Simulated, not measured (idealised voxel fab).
process module | voxel self aligned vias
cross-section cut | 260 nm wide | cells 5 nm
A cross-section is a grid of square cells, given in bands from the top down. A band is one or more rows of cells.
Each band's line starts with the height of the band's top and of its bottom, in nm. Then come its materials from left to right, each with its width in nm. One material with "throughout" fills the band from edge to edge. "air" is empty space.
Height 0 is the level under which the wafer as received is all one material. The lowest band goes on downwards, as in "0 down".
A width such as "30 to 40" changes by the same amount from each row of cells to the next, from the band's top row to its bottom row.
"no change" after a step means that no cell of the cross-section changed.
closed voids: empty space of 8 cells or more with no open way to the top, each as width x height at its distance from the left edge, in nm
after a step's settings: what the simulator itself notes on the step
overlay nm, on a step with a mask: how far to the right of its planned place the mask lay; to the left if negative
plan
1 op RECEIVE | material Si
2 op CONFORMAL_DEP | material SiO2 | thk nm 10
3 op CONFORMAL_DEP | material SiCN | thk nm 5
4 op DIRECTIONAL_DEP | material lowk | thk nm 30
5 op MASKED_ETCH | tone open | mask id LINES | width nm 30 | pitch nm 70 | etch materials lowk | depth nm 30 | overlay nm 0
6 op CONFORMAL_DEP | material TiN | thk nm 5
7 op FILL_DEP | material Ru | thk nm 5
8 op CMP | height nm 45
9 op SELECTIVE_ETCH | etch materials W Ru TiN | depth nm 10
10 op FILL_DEP | material SiN | thk nm 5
11 op CMP | height nm 45
12 op DIRECTIONAL_DEP | material lowk | thk nm 15
13 op MASKED_ETCH | tone open | mask id VIAS | width nm 50 | pitch nm 140 | etch materials lowk | depth nm 15 | overlay nm 0
14 op MASKED_ETCH | tone open | mask id VIAS | width nm 50 | pitch nm 140 | etch materials SiN | depth nm 10 | overlay nm 0
15 op CONFORMAL_DEP | material TiN | thk nm 5
16 op FILL_DEP | material Ru | thk nm 10
17 op CMP | height nm 60
18 op CONFORMAL_DEP | material SiCN | thk nm 5
varied across the wafers: thk nm of step 18. The plan shows the first wafer's value. All wafers start alike
first wafer as received, after step 1
  0 down: Si throughout
  closed voids: none
first wafer at the end, after step 18
  65 to 60: SiCN throughout
  60 to 50: lowk 35 | TiN 5 | Ru 40 | TiN 5 | lowk 90 | TiN 5 | Ru 40 | TiN 5 | lowk 35
  50 to 45: lowk 35 | TiN 15 | Ru 20 | TiN 15 | lowk 90 | TiN 15 | Ru 20 | TiN 15 | lowk 35
  45 to 40: lowk 45 | TiN 5 | Ru 20 | TiN 5 | lowk 40 | SiN 30 | lowk 40 | TiN 5 | Ru 20 | TiN 5 | lowk 45
  40 to 35: lowk 45 | TiN 30 | lowk 40 | SiN 30 | lowk 40 | TiN 30 | lowk 45
  35 to 20: lowk 45 | TiN 5 | Ru 20 | TiN 5 | lowk 40 | TiN 5 | Ru 20 | TiN 5 | lowk 40 | TiN 5 | Ru 20 | TiN 5 | lowk 45
  20 to 15: lowk 45 | TiN 30 | lowk 40 | TiN 30 | lowk 40 | TiN 30 | lowk 45
  15 to 10: SiCN throughout
  10 to 0: SiO2 throughout
  0 down: Si throughout
  closed voids: none
last wafer at the end
  80 to 60: SiCN throughout
  60 to 50: lowk 35 | TiN 5 | Ru 40 | TiN 5 | lowk 90 | TiN 5 | Ru 40 | TiN 5 | lowk 35
  50 to 45: lowk 35 | TiN 15 | Ru 20 | TiN 15 | lowk 90 | TiN 15 | Ru 20 | TiN 15 | lowk 35
  45 to 40: lowk 45 | TiN 5 | Ru 20 | TiN 5 | lowk 40 | SiN 30 | lowk 40 | TiN 5 | Ru 20 | TiN 5 | lowk 45
  40 to 35: lowk 45 | TiN 30 | lowk 40 | SiN 30 | lowk 40 | TiN 30 | lowk 45
  35 to 20: lowk 45 | TiN 5 | Ru 20 | TiN 5 | lowk 40 | TiN 5 | Ru 20 | TiN 5 | lowk 40 | TiN 5 | Ru 20 | TiN 5 | lowk 45
  20 to 15: lowk 45 | TiN 30 | lowk 40 | TiN 30 | lowk 40 | TiN 30 | lowk 45
  15 to 10: SiCN throughout
  10 to 0: SiO2 throughout
  0 down: Si throughout
  closed voids: none
each wafer at the end: cells of each material gained (+) or lost (-) since it was received, then its closed voids
thk nm 5 | +84 Ru | +104 SiCN | +12 SiN | +104 SiO2 | +72 TiN | +300 lowk | closed voids: none
thk nm 10 | +84 Ru | +156 SiCN | +12 SiN | +104 SiO2 | +72 TiN | +300 lowk | closed voids: none
thk nm 15 | +84 Ru | +208 SiCN | +12 SiN | +104 SiO2 | +72 TiN | +300 lowk | closed voids: none
thk nm 20 | +84 Ru | +260 SiCN | +12 SiN | +104 SiO2 | +72 TiN | +300 lowk | closed voids: none
